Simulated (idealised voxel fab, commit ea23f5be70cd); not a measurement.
process module | voxel self aligned vias
cross-section cut | 225 nm wide | cells 5 nm
A cross-section is a grid of square cells, given in bands from the top down. A band is one or more rows of cells.
Each band's line starts with the height of the band's top and of its bottom, in nm. Then come its materials from left to right, each with its width in nm. One material with "throughout" fills the band from edge to edge. "air" is empty space.
Height 0 is the level under which the wafer as received is all one material. The lowest band goes on downwards, as in "0 down".
A width such as "30 to 40" changes by the same amount from each row of cells to the next, from the band's top row to its bottom row.
"no change" after a step means that no cell of the cross-section changed.
closed voids: empty space of 8 cells or more with no open way to the top, each as width x height at its distance from the left edge, in nm
after a step's settings: what the simulator itself notes on the step
overlay nm, on a step with a mask: how far to the right of its planned place the mask lay; to the left if negative
plan
1 op RECEIVE | material Si
2 op CONFORMAL_DEP | material SiO2 | thk nm 10
3 op CONFORMAL_DEP | material SiCN | thk nm 5
4 op DIRECTIONAL_DEP | material lowk | thk nm 20
5 op PATTERN | tone open | mask id LINES | material resist | width nm 20 | pitch nm 60 | thk nm 15 | overlay nm 0
6 op DIRECTIONAL_ETCH | etch materials lowk | depth nm 20
7 op STRIP | etch materials resist
8 op CONFORMAL_DEP | material TiN | thk nm 5
9 op FILL_DEP | material W | thk nm 5
10 op CMP | height nm 35
11 op SELECTIVE_ETCH | etch materials W Ru TiN | depth nm 5
12 op FILL_DEP | material SiN | thk nm 10
13 op CMP | height nm 35
14 op DIRECTIONAL_DEP | material lowk | thk nm 15
15 op DIRECTIONAL_DEP | material aC | thk nm 15
16 op PATTERN | tone open | mask id VIAS | material resist | width nm 40 | pitch nm 60 | thk nm 30 | overlay nm 0
17 op DIRECTIONAL_ETCH | etch materials aC | depth nm 15
18 op STRIP | etch materials resist
19 op DIRECTIONAL_ETCH | etch materials lowk | depth nm 15
20 op DIRECTIONAL_ETCH | etch materials SiN | depth nm 5
21 op STRIP | etch materials aC
22 op CONFORMAL_DEP | material TiN | thk nm 5
23 op FILL_DEP | material Cu | thk nm 5
24 op CMP | height nm 50
25 op CONFORMAL_DEP | material SiN | thk nm 5
as received, after step 1
  0 down: Si throughout
  closed voids: none
a wafer at the end: this start, this plan, one mistake
  55 to 50: SiN throughout
  50 to 40: lowk 60 | TiN 5 | Cu 30 | TiN 5 | lowk 20 | TiN 5 | Cu 30 | TiN 5 | lowk 65
  40 to 35: lowk 60 | TiN 40 | lowk 20 | TiN 40 | lowk 65
  35 to 30: SiCN throughout
  30 to 10: lowk throughout
  10 to 0: SiO2 throughout
  0 down: Si throughout
  closed voids: none
what went wrong: steps 3 and 4 were swapped
